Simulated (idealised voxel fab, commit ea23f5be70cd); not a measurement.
Herein follows the process module entitled voxel self aligned vias.
The cross-section shown here is cut; it is 285 nm wide and divided into square cells measuring 5 nm on a side.
How to read a cross-section here: the picture is a grid of square cells, written as bands going from the top down, and any band can span one or more rows of cells.
Each band's line starts with the height of the band's top and of its bottom, in nm. Then come its materials from left to right, each with its width in nm. One material with "throughout" fills the band from edge to edge. "empty" is empty space.
Heights are expressed relative to 0, this being the level below which the as-received wafer comprises one material exclusively. The lowest band is unbounded in the downward direction and is denoted as in "z 0 and below".
So if you see something like "30 to 40" for the width, read it as the top row of the band sitting at the first number and the bottom row at the second, with every row in between moving by the same amount as the last.
"same as before" means the step left every cell of the cross-section as it was.
You'll see "Sealed-off cavities" listing empty spaces that have no way open to the top, as long as they're 8 cells or more; the notation is width x height at distance, where the distance is from the left edge, and all of it is in nm.
Read whatever lies past the settings on a step's line as the simulator's own remark about the step.
"overlay nm" answers the question of how far to the right of plan the mask lay on a step that has a mask, and when it is negative the answer is to the left.

The following list gives the planned process steps
- 1: RECEIVE | material Si
- 2: CONFORMAL_DEP | material SiO2 | thk nm 15
- 3: CONFORMAL_DEP | material SiCN | thk nm 5
- 4: DIRECTIONAL_DEP | material SiO2 | thk nm 25
- 5: DIRECTIONAL_DEP | material aC | thk nm 10
- 6: PATTERN | tone open | mask id LINES | material resist | width nm 20 | pitch nm 55 | thk nm 30 | overlay nm 0
- 7: DIRECTIONAL_ETCH | etch materials aC | depth nm 10
- 8: STRIP | etch materials resist
- 9: DIRECTIONAL_ETCH | etch materials SiO2 | depth nm 25
- 10: STRIP | etch materials aC
- 11: CONFORMAL_DEP | material TiN | thk nm 5
- 12: FILL_DEP | material Ru | thk nm 5
- 13: CMP | height nm 45
- 14: SELECTIVE_ETCH | etch materials W Ru TiN | depth nm 10
- 15: FILL_DEP | material SiN | thk nm 10
- 16: CMP | height nm 45
- 17: DIRECTIONAL_DEP | material SiO2 | thk nm 20
- 18: PATTERN | tone open | mask id VIAS | material resist | width nm 30 | pitch nm 55 | thk nm 15 | overlay nm 0
- 19: DIRECTIONAL_ETCH | etch materials SiO2 | depth nm 20
- 20: DIRECTIONAL_ETCH | etch materials SiN | depth nm 10
- 21: STRIP | etch materials resist
- 22: CONFORMAL_DEP | material TiN | thk nm 5
- 23: FILL_DEP | material W | thk nm 10
- 24: CMP | height nm 65
- 25: CONFORMAL_DEP | material SiN | thk nm 5

Wafer at receipt (post step 1), cross-section
  z 0 and below = Si throughout
  Sealed-off cavities: none

End-of-module cross-section. Starting structure and process plan as above; one mistake made in running it
  z 70 to 65 = SiN throughout
  z 65 to 50 = SiO2 (70) / TiN (5) / W (20) / TiN (5) / SiO2 (25) / TiN (5) / W (20) / TiN (5) / SiO2 (25) / TiN (5) / W (20) / TiN (5) / SiO2 (75)
  z 50 to 40 = SiO2 (70 to 75) / TiN (10 to 5) / W (10) / TiN (10 to 5) / SiO2 (25 to 35) / TiN (10 to 5) / W (10) / TiN (10 to 5) / SiO2 (25 to 35) / TiN (10 to 5) / W (10) / TiN (10 to 5) / SiO2 (75 to 80)
  z 40 to 35 = SiO2 (75) / TiN (20) / SiO2 (35) / TiN (20) / SiO2 (35) / TiN (20) / SiO2 (80)
  z 35 to 25 = SiO2 (75) / TiN (5) / Ru (10) / TiN (5) / SiO2 (35) / TiN (5) / Ru (10) / TiN (5) / SiO2 (35) / TiN (5) / Ru (10) / TiN (5) / SiO2 (80)
  z 25 to 20 = SiO2 (75) / TiN (20) / SiO2 (35) / TiN (20) / SiO2 (35) / TiN (20) / SiO2 (80)
  z 20 to 5 = SiO2 throughout
  z 5 to 0 = SiCN throughout
  z 0 and below = Si throughout
  Sealed-off cavities: none
What broke from the plan during processing? steps 2 and 3 swapped
